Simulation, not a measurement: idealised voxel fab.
process module | voxel gate over fins
cross-section cut | 300 nm wide | cells 5 nm
A cross-section is a grid of square cells, given in bands from the top down. A band is one or more rows of cells.
Each band's line starts with the height of the band's top and of its bottom, in nm. Then come its materials from left to right, each with its width in nm. One material with "throughout" fills the band from edge to edge. "air" is empty space.
Height 0 is the level under which the wafer as received is all one material. The lowest band goes on downwards, as in "0 down".
A width such as "30 to 40" changes by the same amount from each row of cells to the next, from the band's top row to its bottom row.
"no change" after a step means that no cell of the cross-section changed.
closed voids: empty space of 8 cells or more with no open way to the top, each as width x height at its distance from the left edge, in nm
after a step's settings: what the simulator itself notes on the step
overlay nm, on a step with a mask: how far to the right of its planned place the mask lay; to the left if negative
plan
1 op RECEIVE | material Si
2 op CONFORMAL_DEP | material SiN | thk nm 5
3 op DIRECTIONAL_DEP | material aC | thk nm 10
4 op PATTERN | tone cover | mask id FINS | material resist | width nm 15 | pitch nm 50 | thk nm 25 | overlay nm 0
5 op DIRECTIONAL_ETCH | etch materials aC | depth nm 10
6 op STRIP | etch materials resist
7 op DIRECTIONAL_ETCH | etch materials SiN | depth nm 5
8 op DIRECTIONAL_ETCH | etch materials Si | depth nm 40
9 op STRIP | etch materials aC
10 op OXIDIZE | depth nm 5
11 op FILL_DEP | material SiO2 | thk nm 15
12 op CMP | height nm 5
13 op PATTERN | tone open | mask id RAIL | material resist | width nm 15 | thk nm 20 | overlay nm 0
14 op DIRECTIONAL_ETCH | etch materials SiO2 | depth nm 40
15 op STRIP | etch materials resist
16 op CONFORMAL_DEP | material TiN | thk nm 5
17 op FILL_DEP | material W | thk nm 5
18 op CMP | height nm 5
19 op SELECTIVE_ETCH | etch materials W Ru TiN | depth nm 30
20 op FILL_DEP | material SiO2 | thk nm 5
21 op CMP | height nm 5
22 op SELECTIVE_ETCH | etch materials SiO2 | depth nm 20
23 op STRIP | etch materials SiN
24 op CONFORMAL_DEP | material HfO2 | thk nm 5
25 op CONFORMAL_DEP | material TiN | thk nm 5
26 op CONFORMAL_DEP | material TiAl | thk nm 5
27 op CONFORMAL_DEP | material TiN | thk nm 5
28 op FILL_DEP | material W | thk nm 10
29 op CMP | height nm 25
30 op CONFORMAL_DEP | material SiCN | thk nm 5
first wafer, as planned
as received, after step 1
  0 down: Si throughout
  closed voids: none
after step 2
  5 to 0: SiN throughout
  below 0: unchanged
after step 3
  15 to 5: aC throughout
  below 5: unchanged
after step 4
  40 to 15: air 90 | resist 15 | air 35 | resist 15 | air 35 | resist 15 | air 95
  below 15: unchanged
after step 5
  30 to 15: air 90 | resist 15 | air 35 | resist 15 | air 35 | resist 15 | air 95
  15 to 5: air 90 | aC 15 | air 35 | aC 15 | air 35 | aC 15 | air 95
  below 5: unchanged
after step 6
  15 to 5: air 90 | aC 15 | air 35 | aC 15 | air 35 | aC 15 | air 95
  below 5: unchanged
after step 7
  15 to 5: air 90 | aC 15 | air 35 | aC 15 | air 35 | aC 15 | air 95
  5 to 0: air 90 | SiN 15 | air 35 | SiN 15 | air 35 | SiN 15 | air 95
  below 0: unchanged
after step 8
  15 to 5: air 90 | aC 15 | air 35 | aC 15 | air 35 | aC 15 | air 95
  5 to 0: air 90 | SiN 15 | air 35 | SiN 15 | air 35 | SiN 15 | air 95
  0 to -40: air 90 | Si 15 | air 35 | Si 15 | air 35 | Si 15 | air 95
  below -40: unchanged
after step 9
  5 to 0: air 90 | SiN 15 | air 35 | SiN 15 | air 35 | SiN 15 | air 95
  below 0: unchanged
after step 10
  5 to 0: air 90 | SiN 15 | air 35 | SiN 15 | air 35 | SiN 15 | air 95
  0 to -40: air 90 | SiO2 5 | Si 5 | SiO2 5 | air 35 | SiO2 5 | Si 5 | SiO2 5 | air 35 | SiO2 5 | Si 5 | SiO2 5 | air 95
  -40 to -45: SiO2 95 | Si 5 | SiO2 45 | Si 5 | SiO2 45 | Si 5 | SiO2 100
  below -45: unchanged
after step 11
  20 to 5: SiO2 throughout
  5 to 0: SiO2 90 | SiN 15 | SiO2 35 | SiN 15 | SiO2 35 | SiN 15 | SiO2 95
  0 to -45: SiO2 95 | Si 5 | SiO2 45 | Si 5 | SiO2 45 | Si 5 | SiO2 100
  below -45: unchanged
after step 12
  5 to 0: SiO2 90 | SiN 15 | SiO2 35 | SiN 15 | SiO2 35 | SiN 15 | SiO2 95
  below 0: unchanged
after step 13
  25 to 5: resist 115 | air 15 | resist 170
  below 5: unchanged
after step 14
  25 to 5: resist 115 | air 15 | resist 170
  5 to 0: SiO2 90 | SiN 15 | SiO2 10 | air 15 | SiO2 10 | SiN 15 | SiO2 35 | SiN 15 | SiO2 95
  0 to -35: SiO2 95 | Si 5 | SiO2 15 | air 15 | SiO2 15 | Si 5 | SiO2 45 | Si 5 | SiO2 100
  below -35: unchanged
after step 15
  5 to 0: SiO2 90 | SiN 15 | SiO2 10 | air 15 | SiO2 10 | SiN 15 | SiO2 35 | SiN 15 | SiO2 95
  below 0: unchanged
after step 16
  10 to 5: TiN 120 | air 5 | TiN 175
  5 to 0: SiO2 90 | SiN 15 | SiO2 10 | TiN 5 | air 5 | TiN 5 | SiO2 10 | SiN 15 | SiO2 35 | SiN 15 | SiO2 95
  0 to -30: SiO2 95 | Si 5 | SiO2 15 | TiN 5 | air 5 | TiN 5 | SiO2 15 | Si 5 | SiO2 45 | Si 5 | SiO2 100
  -30 to -35: SiO2 95 | Si 5 | SiO2 15 | TiN 15 | SiO2 15 | Si 5 | SiO2 45 | Si 5 | SiO2 100
  below -35: unchanged
after step 17
  15 to 10: W throughout
  10 to 5: TiN 120 | W 5 | TiN 175
  5 to 0: SiO2 90 | SiN 15 | SiO2 10 | TiN 5 | W 5 | TiN 5 | SiO2 10 | SiN 15 | SiO2 35 | SiN 15 | SiO2 95
  0 to -30: SiO2 95 | Si 5 | SiO2 15 | TiN 5 | W 5 | TiN 5 | SiO2 15 | Si 5 | SiO2 45 | Si 5 | SiO2 100
  below -30: unchanged
after step 18
  5 to 0: SiO2 90 | SiN 15 | SiO2 10 | TiN 5 | W 5 | TiN 5 | SiO2 10 | SiN 15 | SiO2 35 | SiN 15 | SiO2 95
  below 0: unchanged
after step 19
  5 to 0: SiO2 90 | SiN 15 | SiO2 10 | air 15 | SiO2 10 | SiN 15 | SiO2 35 | SiN 15 | SiO2 95
  0 to -25: SiO2 95 | Si 5 | SiO2 15 | air 15 | SiO2 15 | Si 5 | SiO2 45 | Si 5 | SiO2 100
  below -25: unchanged
after step 20
  10 to 5: SiO2 throughout
  5 to 0: SiO2 90 | SiN 15 | SiO2 35 | SiN 15 | SiO2 35 | SiN 15 | SiO2 95
  0 to -25: SiO2 95 | Si 5 | SiO2 45 | Si 5 | SiO2 45 | Si 5 | SiO2 100
  below -25: unchanged
after step 21
  5 to 0: SiO2 90 | SiN 15 | SiO2 35 | SiN 15 | SiO2 35 | SiN 15 | SiO2 95
  below 0: unchanged
after step 22
  5 to 0: air 90 | SiN 15 | air 35 | SiN 15 | air 35 | SiN 15 | air 95
  0 to -15: air 95 | Si 5 | air 45 | Si 5 | air 45 | Si 5 | air 100
  below -15: unchanged
after step 23
  0 to -15: air 95 | Si 5 | air 45 | Si 5 | air 45 | Si 5 | air 100
  below -15: unchanged
after step 24
  5 to 0: air 90 | HfO2 15 | air 35 | HfO2 15 | air 35 | HfO2 15 | air 95
  0 to -10: air 90 | HfO2 5 | Si 5 | HfO2 5 | air 35 | HfO2 5 | Si 5 | HfO2 5 | air 35 | HfO2 5 | Si 5 | HfO2 5 | air 95
  -10 to -15: HfO2 95 | Si 5 | HfO2 45 | Si 5 | HfO2 45 | Si 5 | HfO2 100
  below -15: unchanged
after step 25
  10 to 5: air 85 | TiN 25 | air 25 | TiN 25 | air 25 | TiN 25 | air 90
  5 to 0: air 85 | TiN 5 | HfO2 15 | TiN 5 | air 25 | TiN 5 | HfO2 15 | TiN 5 | air 25 | TiN 5 | HfO2 15 | TiN 5 | air 90
  0 to -5: air 85 | TiN 5 | HfO2 5 | Si 5 | HfO2 5 | TiN 5 | air 25 | TiN 5 | HfO2 5 | Si 5 | HfO2 5 | TiN 5 | air 25 | TiN 5 | HfO2 5 | Si 5 | HfO2 5 | TiN 5 | air 90
  -5 to -10: TiN 90 | HfO2 5 | Si 5 | HfO2 5 | TiN 35 | HfO2 5 | Si 5 | HfO2 5 | TiN 35 | HfO2 5 | Si 5 | HfO2 5 | TiN 95
  below -10: unchanged
after step 26
  15 to 10: air 80 | TiAl 35 | air 15 | TiAl 35 | air 15 | TiAl 35 | air 85
  10 to 5: air 80 | TiAl 5 | TiN 25 | TiAl 5 | air 15 | TiAl 5 | TiN 25 | TiAl 5 | air 15 | TiAl 5 | TiN 25 | TiAl 5 | air 85
  5 to 0: air 80 | TiAl 5 | TiN 5 | HfO2 15 | TiN 5 | TiAl 5 | air 15 | TiAl 5 | TiN 5 | HfO2 15 | TiN 5 | TiAl 5 | air 15 | TiAl 5 | TiN 5 | HfO2 15 | TiN 5 | TiAl 5 | air 85
  0 to -5: TiAl 85 | TiN 5 | HfO2 5 | Si 5 | HfO2 5 | TiN 5 | TiAl 25 | TiN 5 | HfO2 5 | Si 5 | HfO2 5 | TiN 5 | TiAl 25 | TiN 5 | HfO2 5 | Si 5 | HfO2 5 | TiN 5 | TiAl 90
  below -5: unchanged
after step 27
  20 to 15: air 75 | TiN 45 | air 5 | TiN 45 | air 5 | TiN 45 | air 80
  15 to 10: air 75 | TiN 5 | TiAl 35 | TiN 5 | air 5 | TiN 5 | TiAl 35 | TiN 5 | air 5 | TiN 5 | TiAl 35 | TiN 5 | air 80
  10 to 5: air 75 | TiN 5 | TiAl 5 | TiN 25 | TiAl 5 | TiN 5 | air 5 | TiN 5 | TiAl 5 | TiN 25 | TiAl 5 | TiN 5 | air 5 | TiN 5 | TiAl 5 | TiN 25 | TiAl 5 | TiN 5 | air 80
  5 to 0: TiN 80 | TiAl 5 | TiN 5 | HfO2 15 | TiN 5 | TiAl 5 | TiN 15 | TiAl 5 | TiN 5 | HfO2 15 | TiN 5 | TiAl 5 | TiN 15 | TiAl 5 | TiN 5 | HfO2 15 | TiN 5 | TiAl 5 | TiN 85
  below 0: unchanged
after step 28
  30 to 20: W throughout
  20 to 15: W 75 | TiN 45 | W 5 | TiN 45 | W 5 | TiN 45 | W 80
  15 to 10: W 75 | TiN 5 | TiAl 35 | TiN 5 | W 5 | TiN 5 | TiAl 35 | TiN 5 | W 5 | TiN 5 | TiAl 35 | TiN 5 | W 80
  10 to 5: W 75 | TiN 5 | TiAl 5 | TiN 25 | TiAl 5 | TiN 5 | W 5 | TiN 5 | TiAl 5 | TiN 25 | TiAl 5 | TiN 5 | W 5 | TiN 5 | TiAl 5 | TiN 25 | TiAl 5 | TiN 5 | W 80
  below 5: unchanged
after step 29
  25 to 20: W throughout
  below 20: unchanged
after step 30
  30 to 25: SiCN throughout
  below 25: unchanged
second wafer: like start, like plan, one mistake. Through step 12 it matches the first wafer
when step 13 should have ended
  25 to 5: resist 120 | air 15 | resist 165
  below 5: unchanged
when step 14 should have ended
  25 to 5: resist 120 | air 15 | resist 165
  5 to 0: SiO2 90 | SiN 15 | SiO2 15 | air 15 | SiO2 5 | SiN 15 | SiO2 35 | SiN 15 | SiO2 95
  0 to -35: SiO2 95 | Si 5 | SiO2 20 | air 15 | SiO2 10 | Si 5 | SiO2 45 | Si 5 | SiO2 100
  below -35: unchanged
when step 15 should have ended
  5 to 0: SiO2 90 | SiN 15 | SiO2 15 | air 15 | SiO2 5 | SiN 15 | SiO2 35 | SiN 15 | SiO2 95
  below 0: unchanged
when step 16 should have ended
  10 to 5: TiN 125 | air 5 | TiN 170
  5 to 0: SiO2 90 | SiN 15 | SiO2 15 | TiN 5 | air 5 | TiN 5 | SiO2 5 | SiN 15 | SiO2 35 | SiN 15 | SiO2 95
  0 to -30: SiO2 95 | Si 5 | SiO2 20 | TiN 5 | air 5 | TiN 5 | SiO2 10 | Si 5 | SiO2 45 | Si 5 | SiO2 100
  -30 to -35: SiO2 95 | Si 5 | SiO2 20 | TiN 15 | SiO2 10 | Si 5 | SiO2 45 | Si 5 | SiO2 100
  below -35: unchanged
when step 17 should have ended
  15 to 10: W throughout
  10 to 5: TiN 125 | W 5 | TiN 170
  5 to 0: SiO2 90 | SiN 15 | SiO2 15 | TiN 5 | W 5 | TiN 5 | SiO2 5 | SiN 15 | SiO2 35 | SiN 15 | SiO2 95
  0 to -30: SiO2 95 | Si 5 | SiO2 20 | TiN 5 | W 5 | TiN 5 | SiO2 10 | Si 5 | SiO2 45 | Si 5 | SiO2 100
  below -30: unchanged
when step 18 should have ended
  5 to 0: SiO2 90 | SiN 15 | SiO2 15 | TiN 5 | W 5 | TiN 5 | SiO2 5 | SiN 15 | SiO2 35 | SiN 15 | SiO2 95
  below 0: unchanged
when step 19 should have ended
  5 to 0: SiO2 90 | SiN 15 | SiO2 15 | air 15 | SiO2 5 | SiN 15 | SiO2 35 | SiN 15 | SiO2 95
  0 to -25: SiO2 95 | Si 5 | SiO2 20 | air 15 | SiO2 10 | Si 5 | SiO2 45 | Si 5 | SiO2 100
  below -25: unchanged
when step 20 should have ended
  10 to 5: SiO2 throughout
  5 to 0: SiO2 90 | SiN 15 | SiO2 35 | SiN 15 | SiO2 35 | SiN 15 | SiO2 95
  0 to -25: SiO2 95 | Si 5 | SiO2 45 | Si 5 | SiO2 45 | Si 5 | SiO2 100
  below -25: unchanged
when step 21 should have ended
  5 to 0: SiO2 90 | SiN 15 | SiO2 35 | SiN 15 | SiO2 35 | SiN 15 | SiO2 95
  below 0: unchanged
when step 22 should have ended
  5 to 0: air 90 | SiN 15 | air 35 | SiN 15 | air 35 | SiN 15 | air 95
  0 to -15: air 95 | Si 5 | air 45 | Si 5 | air 45 | Si 5 | air 100
  below -15: unchanged
when step 23 should have ended
  0 to -15: air 95 | Si 5 | air 45 | Si 5 | air 45 | Si 5 | air 100
  below -15: unchanged
when step 24 should have ended
  5 to 0: air 90 | HfO2 15 | air 35 | HfO2 15 | air 35 | HfO2 15 | air 95
  0 to -10: air 90 | HfO2 5 | Si 5 | HfO2 5 | air 35 | HfO2 5 | Si 5 | HfO2 5 | air 35 | HfO2 5 | Si 5 | HfO2 5 | air 95
  -10 to -15: HfO2 95 | Si 5 | HfO2 45 | Si 5 | HfO2 45 | Si 5 | HfO2 100
  below -15: unchanged
when step 25 should have ended
  10 to 5: air 85 | TiN 25 | air 25 | TiN 25 | air 25 | TiN 25 | air 90
  5 to 0: air 85 | TiN 5 | HfO2 15 | TiN 5 | air 25 | TiN 5 | HfO2 15 | TiN 5 | air 25 | TiN 5 | HfO2 15 | TiN 5 | air 90
  0 to -5: air 85 | TiN 5 | HfO2 5 | Si 5 | HfO2 5 | TiN 5 | air 25 | TiN 5 | HfO2 5 | Si 5 | HfO2 5 | TiN 5 | air 25 | TiN 5 | HfO2 5 | Si 5 | HfO2 5 | TiN 5 | air 90
  -5 to -10: TiN 90 | HfO2 5 | Si 5 | HfO2 5 | TiN 35 | HfO2 5 | Si 5 | HfO2 5 | TiN 35 | HfO2 5 | Si 5 | HfO2 5 | TiN 95
  below -10: unchanged
when step 26 should have ended
  15 to 10: air 80 | TiAl 35 | air 15 | TiAl 35 | air 15 | TiAl 35 | air 85
  10 to 5: air 80 | TiAl 5 | TiN 25 | TiAl 5 | air 15 | TiAl 5 | TiN 25 | TiAl 5 | air 15 | TiAl 5 | TiN 25 | TiAl 5 | air 85
  5 to 0: air 80 | TiAl 5 | TiN 5 | HfO2 15 | TiN 5 | TiAl 5 | air 15 | TiAl 5 | TiN 5 | HfO2 15 | TiN 5 | TiAl 5 | air 15 | TiAl 5 | TiN 5 | HfO2 15 | TiN 5 | TiAl 5 | air 85
  0 to -5: TiAl 85 | TiN 5 | HfO2 5 | Si 5 | HfO2 5 | TiN 5 | TiAl 25 | TiN 5 | HfO2 5 | Si 5 | HfO2 5 | TiN 5 | TiAl 25 | TiN 5 | HfO2 5 | Si 5 | HfO2 5 | TiN 5 | TiAl 90
  below -5: unchanged
when step 27 should have ended
  20 to 15: air 75 | TiN 45 | air 5 | TiN 45 | air 5 | TiN 45 | air 80
  15 to 10: air 75 | TiN 5 | TiAl 35 | TiN 5 | air 5 | TiN 5 | TiAl 35 | TiN 5 | air 5 | TiN 5 | TiAl 35 | TiN 5 | air 80
  10 to 5: air 75 | TiN 5 | TiAl 5 | TiN 25 | TiAl 5 | TiN 5 | air 5 | TiN 5 | TiAl 5 | TiN 25 | TiAl 5 | TiN 5 | air 5 | TiN 5 | TiAl 5 | TiN 25 | TiAl 5 | TiN 5 | air 80
  5 to 0: TiN 80 | TiAl 5 | TiN 5 | HfO2 15 | TiN 5 | TiAl 5 | TiN 15 | TiAl 5 | TiN 5 | HfO2 15 | TiN 5 | TiAl 5 | TiN 15 | TiAl 5 | TiN 5 | HfO2 15 | TiN 5 | TiAl 5 | TiN 85
  below 0: unchanged
when step 28 should have ended
  30 to 20: W throughout
  20 to 15: W 75 | TiN 45 | W 5 | TiN 45 | W 5 | TiN 45 | W 80
  15 to 10: W 75 | TiN 5 | TiAl 35 | TiN 5 | W 5 | TiN 5 | TiAl 35 | TiN 5 | W 5 | TiN 5 | TiAl 35 | TiN 5 | W 80
  10 to 5: W 75 | TiN 5 | TiAl 5 | TiN 25 | TiAl 5 | TiN 5 | W 5 | TiN 5 | TiAl 5 | TiN 25 | TiAl 5 | TiN 5 | W 5 | TiN 5 | TiAl 5 | TiN 25 | TiAl 5 | TiN 5 | W 80
  below 5: unchanged
when step 29 should have ended
  25 to 20: W throughout
  below 20: unchanged
when step 30 should have ended
  30 to 25: SiCN throughout
  below 25: unchanged
what went wrong: step 13 ran as: op PATTERN | tone open | mask id RAIL | material resist | width nm 15 | thk nm 20 | overlay nm 5
at the end the second wafer has, in cells: as many of each material as the first, in other places
